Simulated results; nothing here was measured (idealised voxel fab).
This is a process module. Its name is voxel transistor to metal.
150 nm wide, 5 nm square cells: that's cross-section cut.
Throughout this document, each cross-section is represented as a grid of square cells and is presented as a sequence of bands enumerated from the top downward, where a band comprises one or more rows of cells. Read a band's entry like this: the first values are the height of its top and the height of its bottom in nm, and what follows is the sequence of materials from left to right, each with its width in nm. Note that "empty" is empty space, and that a single material marked "everywhere" reaches across the band from edge to edge. Where do heights start? At 0: under that level the wafer as delivered is made of one material only. And the lowest band has no floor; it just carries on downward, as in "0 nm and below". The two numbers in a width such as "30 to 40" mark its ends across the band: the first belongs to the top row of cells, the second to the bottom row, and from each row to the next the width moves by the same amount. Step marked "no modifications"? Then no cell in the cross-section changed in it. The entry "Closed cavities" lists the empty spaces that cover at least 8 cells and have no open path to the top. Each is written as width x height at distance, where the distance is measured from the left edge and all three values are in nm. On each step's line, the part that comes after the settings is the simulator's own comment on the step. The line of a step may include "overlay nm". On a step with a mask, this value is how far to the right of its planned place the mask lay. A negative value means the mask lay to the left.
### Process steps foreseen in the plan
1 RECEIVE [material Si]
2 OXIDIZE [depth nm 5]
3 CONFORMAL_DEP [material SiN] [thk nm 15]
4 DIRECTIONAL_DEP [material aC] [thk nm 10]
5 PATTERN [tone cover] [mask id ACTIVE] [material resist] [width nm 105] [thk nm 25] [overlay nm 0]
6 DIRECTIONAL_ETCH [etch materials aC] [depth nm 10]
7 STRIP [etch materials resist]
8 DIRECTIONAL_ETCH [etch materials SiN] [depth nm 15]
9 DIRECTIONAL_ETCH [etch materials SiO2] [depth nm 5]
10 DIRECTIONAL_ETCH [etch materials Si] [depth nm 30]
11 STRIP [etch materials aC]
12 FILL_DEP [material SiO2] [thk nm 10]
13 CMP [height nm 5]
14 SELECTIVE_ETCH [etch materials SiO2] [depth nm 15]
15 STRIP [etch materials SiN]
16 SELECTIVE_ETCH [etch materials SiO2] [depth nm 5]
17 OXIDIZE [depth nm 5]
18 DIRECTIONAL_DEP [material polySi] [thk nm 30]
19 DIRECTIONAL_DEP [material SiCN] [thk nm 15]
20 DIRECTIONAL_DEP [material aC] [thk nm 10]
21 PATTERN [tone cover] [mask id GATE] [material resist] [width nm 25] [thk nm 25] [overlay nm 0]
22 DIRECTIONAL_ETCH [etch materials aC] [depth nm 10]
23 STRIP [etch materials resist]
24 DIRECTIONAL_ETCH [etch materials SiCN] [depth nm 25]
25 DIRECTIONAL_ETCH [etch materials polySi] [depth nm 40]
26 STRIP [etch materials aC]
27 CONFORMAL_DEP [material SiN] [thk nm 10]
28 DIRECTIONAL_ETCH [etch materials SiN] [depth nm 10]
29 DIRECTIONAL_ETCH [etch materials SiO2] [depth nm 5]
30 DIRECTIONAL_ETCH [etch materials Si] [depth nm 10]
31 EPI [material pSi] [thk nm 10]
32 FILL_DEP [material SiO2] [thk nm 5]
33 CMP [height nm 25]
34 STRIP [etch materials polySi]
35 SELECTIVE_ETCH [etch materials SiO2] [depth nm 5]
36 CONFORMAL_DEP [material HfO2] [thk nm 5]
37 CONFORMAL_DEP [material TiN] [thk nm 5]
38 FILL_DEP [material W] [thk nm 5]
39 CMP [height nm 20]
40 DIRECTIONAL_DEP [material SiO2] [thk nm 15]
41 MASKED_ETCH [tone open] [mask id CONTACT] [width nm 20] [pitch nm 75] [etch materials SiO2] [depth nm 45] [overlay nm 0]
42 CONFORMAL_DEP [material TiN] [thk nm 5]
43 FILL_DEP [material W] [thk nm 5]
44 CMP [height nm 35]
45 DIRECTIONAL_DEP [material TiN] [thk nm 5]
46 DIRECTIONAL_DEP [material W] [thk nm 20]
47 MASKED_ETCH [tone cover] [mask id METAL_1] [width nm 20] [pitch nm 75] [etch materials W] [depth nm 20] [overlay nm 0]
48 MASKED_ETCH [tone cover] [mask id METAL_1] [width nm 20] [pitch nm 75] [etch materials TiN] [depth nm 5] [overlay nm 0]
49 CONFORMAL_DEP [material SiCN] [thk nm 5]
50 FILL_DEP [material SiO2] [thk nm 5]
51 CMP [height nm 60]
52 CONFORMAL_DEP [material SiCN] [thk nm 5]
Split variable: height nm, step 13. Plan value = first wafer. Wafers start alike.
### The first of several wafers as received, shown in cross-section; this is its state after step 1
0 nm and below: Si everywhere
Closed cavities: none
### The cross-section of the first of several wafers is given below for the end of the module, after its final step, step 52
65 nm to 60 nm: SiCN everywhere
60 nm to 40 nm: 20 of SiO2  5 of SiCN  20 of W  5 of SiCN  45 of SiO2  5 of SiCN  20 of W  5 of SiCN  25 of SiO2
40 nm to 35 nm: 25 of SiCN  20 of TiN  55 of SiCN  20 of TiN  30 of SiCN
35 nm to 20 nm: 25 of SiO2  5 of TiN  10 of W  5 of TiN  55 of SiO2  5 of TiN  10 of W  5 of TiN  30 of SiO2
20 nm to 5 nm: 25 of SiO2  5 of TiN  10 of W  5 of TiN  5 of SiO2  10 of SiN  5 of HfO2  5 of TiN  5 of W  5 of TiN  5 of HfO2  10 of SiN  5 of SiO2  5 of TiN  10 of W  5 of TiN  30 of SiO2
5 nm to 0 nm: 25 of SiO2  5 of TiN  5 of W  10 of TiN  5 of SiO2  10 of SiN  5 of HfO2  5 of TiN  5 of W  5 of TiN  5 of HfO2  10 of SiN  5 of SiO2  10 of TiN  5 of W  5 of TiN  30 of SiO2
0 nm to -5 nm: 25 of SiO2  5 of TiN  5 of W  5 of TiN  10 of pSi  10 of SiN  5 of HfO2  15 of TiN  5 of HfO2  10 of SiN  10 of pSi  5 of TiN  5 of W  5 of TiN  30 of SiO2
-5 nm to -10 nm: 10 of SiO2  10 of SiN  5 of SiO2  15 of TiN  10 of pSi  5 of SiO2  35 of HfO2  5 of SiO2  10 of pSi  15 of TiN  5 of SiO2  10 of SiN  15 of SiO2
-10 nm to -15 nm: 10 of SiO2  10 of SiN  5 of SiO2  25 of pSi  45 of Si  25 of pSi  5 of SiO2  10 of SiN  15 of SiO2
-15 nm to -20 nm: 25 of SiO2  25 of pSi  45 of Si  25 of pSi  30 of SiO2
-20 nm to -35 nm: 20 of SiO2  105 of Si  25 of SiO2
-35 nm and below: Si everywhere
Closed cavities: none
### Cross-sectional depiction of the last of several wafers upon completion of the module
65 nm to 60 nm: SiCN everywhere
60 nm to 40 nm: 20 of SiO2  5 of SiCN  20 of W  5 of SiCN  45 of SiO2  5 of SiCN  20 of W  5 of SiCN  25 of SiO2
40 nm to 35 nm: 25 of SiCN  20 of TiN  55 of SiCN  20 of TiN  30 of SiCN
35 nm to 20 nm: 25 of SiO2  5 of TiN  10 of W  5 of TiN  55 of SiO2  5 of TiN  10 of W  5 of TiN  30 of SiO2
20 nm to 5 nm: 25 of SiO2  5 of TiN  10 of W  5 of TiN  5 of SiO2  10 of SiN  5 of HfO2  5 of TiN  5 of W  5 of TiN  5 of HfO2  10 of SiN  5 of SiO2  5 of TiN  10 of W  5 of TiN  30 of SiO2
5 nm to 0 nm: 15 of SiO2  10 of SiN  20 of TiN  5 of SiO2  10 of SiN  5 of HfO2  5 of TiN  5 of W  5 of TiN  5 of HfO2  10 of SiN  5 of SiO2  20 of TiN  10 of SiN  20 of SiO2
0 nm to -5 nm: 15 of SiO2  10 of SiN  10 of pSi  5 of TiN  10 of pSi  10 of SiN  5 of HfO2  15 of TiN  5 of HfO2  10 of SiN  10 of pSi  5 of TiN  10 of pSi  10 of SiN  20 of SiO2
-5 nm to -10 nm: 25 of SiO2  10 of pSi  5 of TiN  10 of pSi  5 of SiO2  35 of HfO2  5 of SiO2  10 of pSi  5 of TiN  10 of pSi  30 of SiO2
-10 nm to -20 nm: 20 of SiO2  5 of Si  25 of pSi  45 of Si  25 of pSi  5 of Si  25 of SiO2
-20 nm to -35 nm: 20 of SiO2  105 of Si  25 of SiO2
-35 nm and below: Si everywhere
Closed cavities: none
### Gained (+) or lost (-) cells of each material since receipt, then closed voids: one row per wafer, at the end of the module
height nm 5; +17 HfO2; -129 Si; +68 SiCN; +28 SiN; +255 SiO2; +59 TiN; +64 W; +28 pSi; Closed cavities: none
height nm 10; +17 HfO2; -127 Si; +68 SiCN; +24 SiN; +255 SiO2; +57 TiN; +62 W; +34 pSi; Closed cavities: none
height nm 15; +17 HfO2; -129 Si; +68 SiCN; +20 SiN; +259 SiO2; +59 TiN; +64 W; +32 pSi; Closed cavities: none
height nm 20; +17 HfO2; -125 Si; +68 SiCN; +24 SiN; +255 SiO2; +55 TiN; +60 W; +36 pSi; Closed cavities: none
height nm 25; +17 HfO2; -125 Si; +68 SiCN; +28 SiN; +251 SiO2; +55 TiN; +60 W; +36 pSi; Closed cavities: none
